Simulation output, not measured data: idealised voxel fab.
process module | voxel spacer lines
cross-section cut | 205 nm wide | cells 5 nm
A cross-section is a grid of square cells, given in bands from the top down. A band is one or more rows of cells.
Each band's line starts with the height of the band's top and of its bottom, in nm. Then come its materials from left to right, each with its width in nm. One material with "throughout" fills the band from edge to edge. "air" is empty space.
Height 0 is the level under which the wafer as received is all one material. The lowest band goes on downwards, as in "0 down".
A width such as "30 to 40" changes by the same amount from each row of cells to the next, from the band's top row to its bottom row.
"no change" after a step means that no cell of the cross-section changed.
closed voids: empty space of 8 cells or more with no open way to the top, each as width x height at its distance from the left edge, in nm
after a step's settings: what the simulator itself notes on the step
overlay nm, on a step with a mask: how far to the right of its planned place the mask lay; to the left if negative
plan
1 op RECEIVE | material Si
2 op CONFORMAL_DEP | material Al2O3 | thk nm 10
3 op DIRECTIONAL_DEP | material polySi | thk nm 20
4 op DIRECTIONAL_DEP | material aC | thk nm 25
5 op PATTERN | tone cover | mask id MANDREL | material resist | width nm 15 | pitch nm 60 | thk nm 35 | overlay nm 0
6 op DIRECTIONAL_ETCH | etch materials aC | depth nm 25
7 op STRIP | etch materials resist
8 op CONFORMAL_DEP | material SiN | thk nm 15
9 op DIRECTIONAL_ETCH | etch materials SiN | depth nm 15
10 op STRIP | etch materials aC
11 op DIRECTIONAL_ETCH | etch materials polySi | depth nm 20
12 op STRIP | etch materials SiN
13 op FILL_DEP | material SiO2 | thk nm 10
14 op CMP | height nm 30
as received, after step 1
  0 down: Si throughout
  closed voids: none
first wafer at the end, as planned
  30 to 10: SiO2 50 | polySi 15 | SiO2 15 | polySi 15 | SiO2 15 | polySi 15 | SiO2 15 | polySi 15 | SiO2 50
  10 to 0: Al2O3 throughout
  0 down: Si throughout
  closed voids: none
second wafer at the end: like start, like plan, one mistake
  30 to 10: SiO2 45 | polySi 15 | SiO2 15 | polySi 15 | SiO2 15 | polySi 15 | SiO2 15 | polySi 15 | SiO2 55
  10 to 0: Al2O3 throughout
  0 down: Si throughout
  closed voids: none
what went wrong: step 5 ran as: op PATTERN | tone cover | mask id MANDREL | material resist | width nm 15 | pitch nm 60 | thk nm 35 | overlay nm -5
at the end the second wafer has, in cells: as many of each material as the first, in other places
